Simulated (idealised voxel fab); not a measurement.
Proc. module: voxel capacitor over wiring
Displayed cross-section: cut, width of 190 nm, square cells sized 5 nm.
How to read a cross-section here: the picture is a grid of square cells, written as bands going from the top down, and any band can span one or more rows of cells.
Basically the band line says how high the top is and how high the bottom is, in nm, and then what's in it from left to right, every material with its width in nm. Empty space shows up as "empty", and if a single material carries "everywhere" it runs the full band edge to edge.
Height reference: 0 = level under which incoming wafer is all one material. Lowest band: no bottom, runs on downward, e.g. "0..down".
It should be noted that a width expressed as "30->40" varies in equal increments from row to row of cells within the band, taking the value of the first number at the top row and that of the second number at the bottom row.
"remained unchanged" -> step changed no cross-section cell.
Reported under the label "Closed void register" are the empty spaces having no open way to the top and comprising 8 cells or more; the notation for each is width x height at distance, in which the distance is measured from the left edge and all three values are in nm.
Formally, on a step line, whatever follows the settings is a remark that the simulator itself makes on the step.
The optional step-line setting "overlay nm" applies to steps with a mask and quantifies how far to the right of its planned location the mask lay, a negative value indicating leftward placement.

### The planned process steps are enumerated hereunder
1) RECEIVE: material Si
2) CONFORMAL_DEP: material SiO2, thk nm 15
3) DIRECTIONAL_DEP: material TiN, thk nm 5
4) DIRECTIONAL_DEP: material Ru, thk nm 15
5) PATTERN: tone cover, mask id METAL_1, material resist, width nm 30, pitch nm 95, thk nm 20, overlay nm 0
6) DIRECTIONAL_ETCH: etch materials Ru, depth nm 15
7) DIRECTIONAL_ETCH: etch materials TiN, depth nm 5
8) STRIP: etch materials resist
9) FILL_DEP: material lowk, thk nm 5
10) CMP: height nm 35
11) CONFORMAL_DEP: material SiCN, thk nm 5
12) DIRECTIONAL_DEP: material SiO2, thk nm 20
13) DIRECTIONAL_DEP: material aC, thk nm 10
14) PATTERN: tone open, mask id PLUG_1, material resist, width nm 15, thk nm 25, overlay nm 0
15) DIRECTIONAL_ETCH: etch materials aC, depth nm 10
16) STRIP: etch materials resist
17) DIRECTIONAL_ETCH: etch materials SiO2, depth nm 20
18) DIRECTIONAL_ETCH: etch materials SiCN, depth nm 5
19) STRIP: etch materials aC
20) EPI: material Ru, thk nm 10
21) EPI: material Ru, thk nm 10
22) EPI: material Ru, thk nm 5
23) DIRECTIONAL_DEP: material TiN, thk nm 5
24) DIRECTIONAL_DEP: material Al2O3, thk nm 5
25) DIRECTIONAL_DEP: material TiN, thk nm 10
26) DIRECTIONAL_DEP: material aC, thk nm 10
27) PATTERN: tone cover, mask id UPPER_PLATE, material resist, width nm 70, thk nm 25, overlay nm 0
28) DIRECTIONAL_ETCH: etch materials aC, depth nm 10
29) STRIP: etch materials resist
30) DIRECTIONAL_ETCH: etch materials TiN, depth nm 10
31) DIRECTIONAL_ETCH: etch materials Al2O3, depth nm 5
32) STRIP: etch materials aC
33) DIRECTIONAL_DEP: material aC, thk nm 15
34) PATTERN: tone cover, mask id LOWER_PLATE, material resist, width nm 80, thk nm 35, overlay nm 0
35) DIRECTIONAL_ETCH: etch materials aC, depth nm 15
36) STRIP: etch materials resist
37) DIRECTIONAL_ETCH: etch materials TiN, depth nm 5
38) STRIP: etch materials aC
39) FILL_DEP: material SiO2, thk nm 15
40) CMP: height nm 90
41) MASKED_ETCH: tone open, mask id PLUG_2, width nm 15, etch materials SiO2, depth nm 10, overlay nm 0
42) CONFORMAL_DEP: material TiN, thk nm 5
43) FILL_DEP: material W, thk nm 10
44) CMP: height nm 90
45) CONFORMAL_DEP: material SiCN, thk nm 5

### Cross-section: wafer on arrival = after step 1
0..down  Si everywhere
Closed void register: none

### First of two wafers: cross-section at end of module, run per plan
95..90  SiCN everywhere
90..85  SiO2 (55); TiN (5); W (5); TiN (5); SiO2 (120)
85..80  SiO2 (55); TiN (15); SiO2 (120)
80..70  SiO2 (45); TiN (70); SiO2 (75)
70..65  SiO2 (45); Al2O3 (70); SiO2 (75)
65..60  SiO2 (40); TiN (80); SiO2 (70)
60..40  SiO2 (45); Ru (15); SiO2 (130)
40..35  SiCN (45); Ru (15); SiCN (130)
35..20  lowk (30); Ru (30); lowk (65); Ru (30); lowk (35)
20..15  lowk (30); TiN (30); lowk (65); TiN (30); lowk (35)
15..0  SiO2 everywhere
0..down  Si everywhere
Closed void register: none

### Cross-sectional image of the second wafer of the two following completion of the module. Starting state and process plan were the same as for the first wafer; one execution error occurred
95..90  SiCN everywhere
90..85  SiO2 (55); TiN (5); W (5); TiN (5); SiO2 (120)
85..80  SiO2 (55); TiN (15); SiO2 (120)
80..70  SiO2 (60); TiN (55); SiO2 (75)
70..65  SiO2 (45); TiN (15); Al2O3 (55); SiO2 (75)
65..60  SiO2 (40); TiN (80); SiO2 (70)
60..55  SiO2 (45); Al2O3 (15); SiO2 (130)
55..50  SiO2 (45); TiN (15); SiO2 (130)
50..40  SiO2 (45); Ru (15); SiO2 (130)
40..35  SiCN (45); Ru (15); SiCN (130)
35..20  lowk (30); Ru (30); lowk (65); Ru (30); lowk (35)
20..15  lowk (30); TiN (30); lowk (65); TiN (30); lowk (35)
15..0  SiO2 everywhere
0..down  Si everywhere
Closed void register: none
Error vs. plan: the process omitted one of its identical steps 20 and 21, and which one is impossible to determine
The final cell counts differ between the wafers, with the second having more or fewer of some materials than the first: -6 Ru, +6 SiO2
